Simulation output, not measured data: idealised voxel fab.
process module | voxel transistor to metal
cross-section cut | 285 nm wide | cells 5 nm
A cross-section is a grid of square cells, given in bands from the top down. A band is one or more rows of cells.
Each band's line starts with the height of the band's top and of its bottom, in nm. Then come its materials from left to right, each with its width in nm. One material with "throughout" fills the band from edge to edge. "air" is empty space.
Height 0 is the level under which the wafer as received is all one material. The lowest band goes on downwards, as in "0 down".
A width such as "30 to 40" changes by the same amount from each row of cells to the next, from the band's top row to its bottom row.
"no change" after a step means that no cell of the cross-section changed.
closed voids: empty space of 8 cells or more with no open way to the top, each as width x height at its distance from the left edge, in nm
after a step's settings: what the simulator itself notes on the step
overlay nm, on a step with a mask: how far to the right of its planned place the mask lay; to the left if negative
plan
1 op RECEIVE | material Si
2 op CONFORMAL_DEP | material SiO2 | thk nm 5
3 op CONFORMAL_DEP | material SiN | thk nm 15
4 op PATTERN | tone cover | mask id ACTIVE | material resist | width nm 110 | pitch nm 140 | thk nm 15 | overlay nm 0
5 op DIRECTIONAL_ETCH | etch materials SiN | depth nm 15
6 op DIRECTIONAL_ETCH | etch materials SiO2 | depth nm 5
7 op DIRECTIONAL_ETCH | etch materials Si | depth nm 25
8 op STRIP | etch materials resist
9 op FILL_DEP | material SiO2 | thk nm 15
10 op CMP | height nm 20
11 op SELECTIVE_ETCH | etch materials SiO2 | depth nm 10
12 op STRIP | etch materials SiN
13 op SELECTIVE_ETCH | etch materials SiO2 | depth nm 5
14 op OXIDIZE | depth nm 5
15 op DIRECTIONAL_DEP | material polySi | thk nm 20
16 op DIRECTIONAL_DEP | material SiCN | thk nm 15
17 op MASKED_ETCH | tone cover | mask id GATE | width nm 20 | pitch nm 140 | etch materials SiCN | depth nm 25 | overlay nm 0
18 op MASKED_ETCH | tone cover | mask id GATE | width nm 20 | pitch nm 140 | etch materials polySi | depth nm 30 | overlay nm 0
19 op CONFORMAL_DEP | material SiN | thk nm 10
20 op DIRECTIONAL_ETCH | etch materials SiN | depth nm 10
21 op DIRECTIONAL_ETCH | etch materials SiO2 | depth nm 5
22 op DIRECTIONAL_ETCH | etch materials Si | depth nm 5
23 op EPI | material nSi | thk nm 10
24 op FILL_DEP | material SiO2 | thk nm 5
25 op CMP | height nm 35
26 op DIRECTIONAL_DEP | material SiO2 | thk nm 15
27 op DIRECTIONAL_DEP | material aC | thk nm 15
28 op PATTERN | tone open | mask id CONTACT | material resist | width nm 20 | pitch nm 70 | thk nm 30 | overlay nm 0
29 op DIRECTIONAL_ETCH | etch materials aC | depth nm 15
30 op STRIP | etch materials resist
31 op DIRECTIONAL_ETCH | etch materials SiO2 | depth nm 50
32 op STRIP | etch materials aC
33 op CONFORMAL_DEP | material TiN | thk nm 5
34 op FILL_DEP | material Ru | thk nm 5
35 op CMP | height nm 50
36 op DIRECTIONAL_DEP | material TiN | thk nm 5
37 op DIRECTIONAL_DEP | material W | thk nm 25
38 op PATTERN | tone cover | mask id METAL_1 | material resist | width nm 20 | pitch nm 70 | thk nm 20 | overlay nm 0
39 op DIRECTIONAL_ETCH | etch materials W | depth nm 25
40 op DIRECTIONAL_ETCH | etch materials TiN | depth nm 5
41 op STRIP | etch materials resist
42 op CONFORMAL_DEP | material SiN | thk nm 5
43 op FILL_DEP | material lowk | thk nm 5
44 op CMP | height nm 80
45 op CONFORMAL_DEP | material SiCN | thk nm 5
as received, after step 1
  0 down: Si throughout
  closed voids: none
a wafer at the end: this start, this plan, one mistake
  85 to 80: SiCN throughout
  80 to 55: lowk 20 | SiN 5 | W 20 | SiN 5 | lowk 40 | SiN 5 | W 20 | SiN 5 | lowk 40 | SiN 5 | W 20 | SiN 5 | lowk 40 | SiN 5 | W 20 | SiN 5 | lowk 25
  55 to 50: SiN 25 | TiN 20 | SiN 50 | TiN 20 | SiN 50 | TiN 20 | SiN 50 | TiN 20 | SiN 30
  50 to 40: Ru 20 | TiN 5 | SiO2 20 | TiN 5 | Ru 40 | TiN 5 | SiO2 20 | TiN 5 | Ru 40 | TiN 5 | SiO2 20 | TiN 5 | Ru 40 | TiN 5 | SiO2 20 | TiN 5 | Ru 25
  40 to 35: Ru 20 | TiN 5 | SiO2 20 | TiN 50 | SiO2 20 | TiN 5 | Ru 40 | TiN 5 | SiO2 20 | TiN 50 | SiO2 20 | TiN 5 | Ru 25
  35 to 20: Ru 20 | TiN 5 | SiO2 20 | TiN 5 | SiN 10 | SiCN 20 | SiN 10 | TiN 5 | SiO2 20 | TiN 5 | Ru 40 | TiN 5 | SiO2 20 | TiN 5 | SiN 10 | SiCN 20 | SiN 10 | TiN 5 | SiO2 20 | TiN 5 | Ru 25
  20 to 10: Ru 20 | TiN 5 | SiO2 20 | TiN 5 | SiN 10 | polySi 20 | SiN 10 | TiN 5 | SiO2 20 | TiN 5 | Ru 40 | TiN 5 | SiO2 20 | TiN 5 | SiN 10 | polySi 20 | SiN 10 | TiN 5 | SiO2 20 | TiN 5 | Ru 25
  10 to 5: Ru 5 | TiN 20 | SiO2 20 | TiN 5 | SiN 10 | polySi 20 | SiN 10 | TiN 5 | SiO2 20 | TiN 20 | Ru 10 | TiN 20 | SiO2 20 | TiN 5 | SiN 10 | polySi 20 | SiN 10 | TiN 5 | SiO2 20 | TiN 20 | Ru 10
  5 to 0: TiN 10 | SiN 10 | nSi 10 | SiO2 10 | nSi 10 | SiN 10 | polySi 20 | SiN 10 | nSi 10 | SiO2 10 | nSi 10 | SiN 10 | TiN 20 | SiN 10 | nSi 10 | SiO2 10 | nSi 10 | SiN 10 | polySi 20 | SiN 10 | nSi 10 | SiO2 10 | nSi 10 | SiN 10 | TiN 15
  0 to -5: SiO2 20 | nSi 30 | SiO2 40 | nSi 30 | SiO2 40 | nSi 30 | SiO2 40 | nSi 30 | SiO2 25
  -5 to -10: SiO2 15 | Si 5 | nSi 30 | Si 40 | nSi 30 | Si 5 | SiO2 30 | Si 5 | nSi 30 | Si 40 | nSi 30 | Si 5 | SiO2 20
  -10 to -25: SiO2 15 | Si 110 | SiO2 30 | Si 110 | SiO2 20
  -25 down: Si throughout
  closed voids: none
what went wrong: step 28 ran as: op PATTERN | tone cover | mask id CONTACT | material resist | width nm 20 | pitch nm 70 | thk nm 30 | overlay nm 0
